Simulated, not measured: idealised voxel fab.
Name of the process module below: voxel released beams
Shown is cross-section cut, with a width of 260 nm and square cells of size 5 nm.
Cross-section spec: square-cell grid; bands listed top down; each band is one or more rows.
Look at the band entry: it leads with the top's height and the bottom's height in nm. Then it lists the materials left to right, with a width in nm for each. The word "full width" on a single material says that material fills the band edge to edge. The word "blank" is empty space.
Where do heights start? At 0: under that level the wafer as delivered is made of one material only. And the lowest band has no floor; it just carries on downward, as in "from 0 down".
The two numbers in a width such as "30..40" mark its ends across the band: the first belongs to the top row of cells, the second to the bottom row, and from each row to the next the width moves by the same amount.
"no modification" for a step: no cell of the cross-section changed in that step.
The entry titled "Closed voids list" provides the empty spaces that have no open way to the top, restricted to those of 8 cells or more. Each is presented as width x height at distance, the distance being measured from the left edge, with all three in nm.
It should be noted that, on the line of a given step, the content following the step's settings is a remark produced by the simulator itself with respect to that step.
Steps that use a mask can have "overlay nm" on their line. It says how far the mask sat to the right of where it was meant to be. Negative means to the left.

-- Below is the list of planned process steps
| 1 | RECEIVE, material Si |
| 2 | CONFORMAL_DEP, material Al2O3, thk nm 5 |
| 3 | DIRECTIONAL_DEP, material SiO2, thk nm 15 |
| 4 | DIRECTIONAL_DEP, material aC, thk nm 10 |
| 5 | PATTERN, tone open, mask id ANCHOR, material resist, width nm 45, thk nm 30, overlay nm 0 |
| 6 | DIRECTIONAL_ETCH, etch materials aC, depth nm 10 |
| 7 | STRIP, etch materials resist |
| 8 | DIRECTIONAL_ETCH, etch materials SiO2, depth nm 15 |
| 9 | STRIP, etch materials aC |
| 10 | CONFORMAL_DEP, material SiN, thk nm 15 |
| 11 | DIRECTIONAL_DEP, material aC, thk nm 10 |
| 12 | PATTERN, tone cover, mask id BEAM, material resist, width nm 120, thk nm 30, overlay nm 0 |
| 13 | DIRECTIONAL_ETCH, etch materials aC, depth nm 10 |
| 14 | STRIP, etch materials resist |
| 15 | DIRECTIONAL_ETCH, etch materials SiN, depth nm 15 |
| 16 | STRIP, etch materials aC |
| 17 | STRIP, etch materials SiO2 |

-- Shown in cross-section is the wafer as received, that is, as it stands after step 1
    from 0 down = Si full width
    Closed voids list: none

-- Looking at the first of two wafers in cross-section at end of module - ran to plan
    from 35 to 20 = blank: 65 | SiN: 20 | blank: 15 | SiN: 85 | blank: 75
    from 20 to 5 = blank: 70 | SiN: 45 | blank: 145
    from 5 to 0 = Al2O3 full width
    from 0 down = Si full width
    Closed voids list: none

-- Wafer two, end of module, cross-section. Same start, same plan as wafer one. One mistake in the run
    from 50 to 35 = blank: 65 | SiN: 120 | blank: 75
    from 35 to 20 = SiN full width
    from 20 to 5 = SiO2: 70 | SiN: 45 | SiO2: 145
    from 5 to 0 = Al2O3 full width
    from 0 down = Si full width
    Closed voids list: none
Short version of what went wrong: plan step 10 was conducted twice
Final difference in cells, second wafer against first, listed per material as more or fewer: +165 SiN | +129 SiO2
